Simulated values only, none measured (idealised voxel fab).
Title: Process Module voxel gate over fins
Square cells of 5 nm make up the cross-section cut, whose width is 165 nm.
The cross-sections in this document take the form of a grid made of square cells. They are written out as bands, in order from top to bottom. Each band consists of one or more rows of cells. Heights first: top, then bottom, in nm. Then materials, left to right, each with a width in nm. "edge to edge" on a single material: fills the band edge to edge. "blank": empty space. Heads up on the height convention: 0 is the point under which the incoming wafer is all one material, and the lowest band has no bottom, it just keeps going down, like "from 0 down". Width: "30 to 40" (first number = top row, second number = bottom row, same change from row to row of cells). What does "nothing different" mean for a step? It means no cell of the cross-section changed in that step. Under "Enclosed voids" you'll find the enclosed gaps, the ones with no way out to the top, that are 8 cells or bigger; each reads width x height at distance, with distance counted from the left edge, everything in nm. The remark found on a step's line after its settings is issued by the simulator itself and pertains to that step. A step's line can hold "overlay nm"; with a mask on that step, the setting says how far right of the planned place the mask lay, while a negative setting says it lay to the left.
-- Intended process steps
1. RECEIVE with material Si
2. CONFORMAL_DEP with material SiN, thk nm 5
3. PATTERN with tone cover, mask id FINS, material resist, width nm 15, pitch nm 45, thk nm 20, overlay nm 0
4. DIRECTIONAL_ETCH with etch materials SiN, depth nm 5
5. DIRECTIONAL_ETCH with etch materials Si, depth nm 30
6. STRIP with etch materials resist
7. FILL_DEP with material SiO2, thk nm 15
8. CMP with height nm 5
9. SELECTIVE_ETCH with etch materials SiO2, depth nm 20
10. STRIP with etch materials SiN
11. CONFORMAL_DEP with material HfO2, thk nm 5
12. CONFORMAL_DEP with material TiN, thk nm 5
13. CONFORMAL_DEP with material TiAl, thk nm 5
14. CONFORMAL_DEP with material TiN, thk nm 5
15. FILL_DEP with material W, thk nm 10
16. CMP with height nm 25
17. CONFORMAL_DEP with material SiCN, thk nm 10
Where the wafers of this document differ is in the thk nm of step 2; they start out the same, and the plan states the value that applied to the first wafer.
-- The first of several wafers as received, shown in cross-section; this is its state after step 1
- from 0 down | Si edge to edge
- Enclosed voids: none
-- The first of several wafers, seen in cross-section after the module's last step, step 17
- from 35 to 25 | SiCN edge to edge
- from 25 to 20 | W edge to edge
- from 20 to 15 | 30 W  100 TiN  35 W
- from 15 to 10 | 30 W  5 TiN  90 TiAl  5 TiN  35 W
- from 10 to 5 | 30 W  5 TiN  5 TiAl  35 TiN  10 TiAl  35 TiN  5 TiAl  5 TiN  35 W
- from 5 to 0 | 35 TiN  5 TiAl  5 TiN  25 HfO2  5 TiN  10 TiAl  5 TiN  25 HfO2  5 TiN  5 TiAl  40 TiN
- from 0 to -5 | 40 TiAl  5 TiN  5 HfO2  15 Si  5 HfO2  5 TiN  10 TiAl  5 TiN  5 HfO2  15 Si  5 HfO2  5 TiN  45 TiAl
- from -5 to -10 | 45 TiN  5 HfO2  15 Si  5 HfO2  20 TiN  5 HfO2  15 Si  5 HfO2  50 TiN
- from -10 to -15 | 50 HfO2  15 Si  30 HfO2  15 Si  55 HfO2
- from -15 to -30 | 50 SiO2  15 Si  30 SiO2  15 Si  55 SiO2
- from -30 down | Si edge to edge
- Enclosed voids: none
-- The module's end: a cross-section of the last wafer
- from 35 to 25 | SiCN edge to edge
- from 25 to 20 | W edge to edge
- from 20 to 15 | TiN edge to edge
- from 15 to 10 | TiAl edge to edge
- from 10 to 5 | TiN edge to edge
- from 5 to 0 | HfO2 edge to edge
- from 0 down | Si edge to edge
- Enclosed voids: none
-- Table: wafers, a row each; end-of-module cell change per material since receipt, gain (+), loss (-); then closed voids
thk nm 5 | +45 HfO2 | -162 Si | +66 SiCN | +81 SiO2 | +45 TiAl | +84 TiN | +72 W | Enclosed voids: none
thk nm 10 | +33 HfO2 | +66 SiCN | +33 TiAl | +66 TiN | +33 W | Enclosed voids: none
thk nm 15 | +33 HfO2 | +66 SiCN | +33 TiAl | +66 TiN | +33 W | Enclosed voids: none
thk nm 20 | +33 HfO2 | +66 SiCN | +33 TiAl | +66 TiN | +33 W | Enclosed voids: none
